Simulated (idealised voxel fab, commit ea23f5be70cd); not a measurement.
process module | voxel released beams
cross-section cut | 185 nm wide | cells 5 nm
A cross-section is a grid of square cells, given in bands from the top down. A band is one or more rows of cells.
Each band's line starts with the height of the band's top and of its bottom, in nm. Then come its materials from left to right, each with its width in nm. One material with "throughout" fills the band from edge to edge. "air" is empty space.
Height 0 is the level under which the wafer as received is all one material. The lowest band goes on downwards, as in "0 down".
A width such as "30 to 40" changes by the same amount from each row of cells to the next, from the band's top row to its bottom row.
"no change" after a step means that no cell of the cross-section changed.
closed voids: empty space of 8 cells or more with no open way to the top, each as width x height at its distance from the left edge, in nm
after a step's settings: what the simulator itself notes on the step
overlay nm, on a step with a mask: how far to the right of its planned place the mask lay; to the left if negative
plan
1 op RECEIVE | material Si
2 op CONFORMAL_DEP | material Al2O3 | thk nm 5
3 op DIRECTIONAL_DEP | material SiO2 | thk nm 20
4 op MASKED_ETCH | tone open | mask id ANCHOR | width nm 25 | etch materials SiO2 | depth nm 20 | overlay nm 0
5 op CONFORMAL_DEP | material SiN | thk nm 10
6 op DIRECTIONAL_DEP | material aC | thk nm 15
7 op PATTERN | tone cover | mask id BEAM | material resist | width nm 110 | thk nm 35 | overlay nm 0
8 op DIRECTIONAL_ETCH | etch materials aC | depth nm 15
9 op STRIP | etch materials resist
10 op DIRECTIONAL_ETCH | etch materials SiN | depth nm 10
11 op STRIP | etch materials aC
12 op STRIP | etch materials SiO2
first wafer, as planned
as received, after step 1
  0 down: Si throughout
  closed voids: none
after step 2
  5 to 0: Al2O3 throughout
  below 0: unchanged
after step 3
  25 to 5: SiO2 throughout
  below 5: unchanged
after step 4
  25 to 5: SiO2 40 | air 25 | SiO2 120
  below 5: unchanged
after step 5
  35 to 25: SiN 50 | air 5 | SiN 130
  25 to 15: SiO2 40 | SiN 10 | air 5 | SiN 10 | SiO2 120
  15 to 5: SiO2 40 | SiN 25 | SiO2 120
  below 5: unchanged
after step 6
  50 to 35: aC 50 | air 5 | aC 130
  35 to 30: SiN 50 | air 5 | SiN 130
  30 to 25: SiN 50 | aC 5 | SiN 130
  25 to 15: SiO2 40 | SiN 10 | aC 5 | SiN 10 | SiO2 120
  below 15: unchanged
after step 7
  85 to 50: air 35 | resist 110 | air 40
  50 to 35: aC 50 | resist 5 | aC 130
  35 to 30: SiN 50 | resist 5 | SiN 130
  below 30: unchanged
after step 8
  70 to 50: air 35 | resist 110 | air 40
  50 to 35: air 35 | aC 15 | resist 5 | aC 90 | air 40
  below 35: unchanged
after step 9
  50 to 35: air 35 | aC 15 | air 5 | aC 90 | air 40
  35 to 30: SiN 50 | air 5 | SiN 130
  below 30: unchanged
after step 10
  50 to 35: air 35 | aC 15 | air 5 | aC 90 | air 40
  35 to 30: air 35 | SiN 15 | air 5 | SiN 90 | air 40
  30 to 25: air 35 | SiN 15 | aC 5 | SiN 90 | air 40
  below 25: unchanged
after step 11
  35 to 25: air 35 | SiN 15 | air 5 | SiN 90 | air 40
  25 to 15: SiO2 40 | SiN 10 | air 5 | SiN 10 | SiO2 120
  below 15: unchanged
after step 12
  35 to 25: air 35 | SiN 15 | air 5 | SiN 90 | air 40
  25 to 15: air 40 | SiN 10 | air 5 | SiN 10 | air 120
  15 to 5: air 40 | SiN 25 | air 120
  below 5: unchanged
second wafer: like start, like plan, one mistake. Through step 1 it matches the first wafer
when step 2 should have ended: no change
when step 3 should have ended
  20 to 0: SiO2 throughout
  below 0: unchanged
when step 4 should have ended
  20 to 0: SiO2 40 | air 25 | SiO2 120
  below 0: unchanged
when step 5 should have ended
  30 to 20: SiN 50 | air 5 | SiN 130
  20 to 10: SiO2 40 | SiN 10 | air 5 | SiN 10 | SiO2 120
  10 to 0: SiO2 40 | SiN 25 | SiO2 120
  below 0: unchanged
when step 6 should have ended
  45 to 30: aC 50 | air 5 | aC 130
  30 to 25: SiN 50 | air 5 | SiN 130
  25 to 20: SiN 50 | aC 5 | SiN 130
  20 to 10: SiO2 40 | SiN 10 | aC 5 | SiN 10 | SiO2 120
  below 10: unchanged
when step 7 should have ended
  80 to 45: air 35 | resist 110 | air 40
  45 to 30: aC 50 | resist 5 | aC 130
  30 to 25: SiN 50 | resist 5 | SiN 130
  below 25: unchanged
when step 8 should have ended
  65 to 45: air 35 | resist 110 | air 40
  45 to 30: air 35 | aC 15 | resist 5 | aC 90 | air 40
  below 30: unchanged
when step 9 should have ended
  45 to 30: air 35 | aC 15 | air 5 | aC 90 | air 40
  30 to 25: SiN 50 | air 5 | SiN 130
  below 25: unchanged
when step 10 should have ended
  45 to 30: air 35 | aC 15 | air 5 | aC 90 | air 40
  30 to 25: air 35 | SiN 15 | air 5 | SiN 90 | air 40
  25 to 20: air 35 | SiN 15 | aC 5 | SiN 90 | air 40
  below 20: unchanged
when step 11 should have ended
  30 to 20: air 35 | SiN 15 | air 5 | SiN 90 | air 40
  20 to 10: SiO2 40 | SiN 10 | air 5 | SiN 10 | SiO2 120
  below 10: unchanged
when step 12 should have ended
  30 to 20: air 35 | SiN 15 | air 5 | SiN 90 | air 40
  20 to 10: air 40 | SiN 10 | air 5 | SiN 10 | air 120
  10 to 0: air 40 | SiN 25 | air 120
  below 0: unchanged
what went wrong: step 2 was left out
at the end the second wafer has, in cells: 37 fewer of Al2O3
